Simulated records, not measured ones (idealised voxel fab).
You're looking at the process module voxel self aligned vias.
For reference, the cross-section in this document is cut, with width 265 nm and square cells of 5 nm.
If you're reading a cross-section in this doc, picture square cells in a grid; it comes to you as bands, top ones listed first down to the bottom, and a band can be one or more rows of cells. A band entry consists of two parts. The first gives the height of the band's top and the height of its bottom, in nm. The rest lists the band's materials from left to right, each with its width in nm. A single material labelled with the word "edge to edge" fills the band from edge to edge, and the word "blank" marks empty space. Counting heights begins at 0, where everything beneath is, in the wafer as received, one material. The lowest band has no bottom; it goes on downwards, as "0 and below" shows. A two-number width, for instance "30..40", indicates that the width is equal to the first number in the top row of the band and to the second number in the bottom row, and that it changes by a constant amount per row of cells. Take "nothing different" at face value: in the step it is given for, the cross-section changed in none of its cells. "Closed void register" lists enclosed empty spaces (at least 8 cells, no open path upward to the top), each as width x height at distance from the left edge, in nm. That trailing text on a step's line, after the settings, is the simulator's own remark on the step. "overlay nm" on a masked step: distance the mask lay right of its planned place, negative for left.
The following list gives the planned process steps:
step 1: RECEIVE,material Si
step 2: CONFORMAL_DEP,material SiO2,thk nm 15
step 3: CONFORMAL_DEP,material SiCN,thk nm 5
step 4: DIRECTIONAL_DEP,material lowk,thk nm 30
step 5: MASKED_ETCH,tone open,mask id LINES,width nm 25,pitch nm 75,etch materials lowk,depth nm 30,overlay nm 0
step 6: CONFORMAL_DEP,material TiN,thk nm 5
step 7: FILL_DEP,material Ru,thk nm 10
step 8: CMP,height nm 50
step 9: SELECTIVE_ETCH,etch materials W Ru TiN,depth nm 5
step 10: FILL_DEP,material SiN,thk nm 10
step 11: CMP,height nm 50
step 12: DIRECTIONAL_DEP,material lowk,thk nm 20
step 13: PATTERN,tone open,mask id VIAS,material resist,width nm 45,thk nm 20,overlay nm 0
step 14: DIRECTIONAL_ETCH,etch materials lowk,depth nm 20
step 15: DIRECTIONAL_ETCH,etch materials SiN,depth nm 5
step 16: STRIP,etch materials resist
step 17: CONFORMAL_DEP,material TiN,thk nm 5
step 18: FILL_DEP,material W,thk nm 10
step 19: CMP,height nm 70
step 20: CONFORMAL_DEP,material SiN,thk nm 5
Incoming wafer, cross-sectional view, post step 1:
* 0 and below  Si edge to edge
* Closed void register: none
Below is the wafer in cross-section after the module was completed. It began from the starting point shown above and followed the plan shown above, except that one mistake was made while running it:
* 75 down to 70  SiN edge to edge
* 70 down to 55  lowk 70 nm | TiN 5 nm | W 35 nm | TiN 5 nm | lowk 150 nm
* 55 down to 50  lowk 70 nm | TiN 25 nm | W 15 nm | TiN 5 nm | lowk 150 nm
* 50 down to 45  lowk 90 nm | TiN 25 nm | lowk 50 nm | SiN 25 nm | lowk 75 nm
* 45 down to 25  lowk 90 nm | TiN 5 nm | Ru 15 nm | TiN 5 nm | lowk 50 nm | TiN 5 nm | Ru 15 nm | TiN 5 nm | lowk 75 nm
* 25 down to 20  lowk 90 nm | TiN 25 nm | lowk 50 nm | TiN 25 nm | lowk 75 nm
* 20 down to 15  SiCN edge to edge
* 15 down to 0  SiO2 edge to edge
* 0 and below  Si edge to edge
* Closed void register: none
What broke from the plan during processing? step 5 was run on a setting that differed from the plan, and what really ran there is MASKED_ETCH,tone open,mask id LINES,width nm 25,pitch nm 75,etch materials lowk,depth nm 30,overlay nm 10
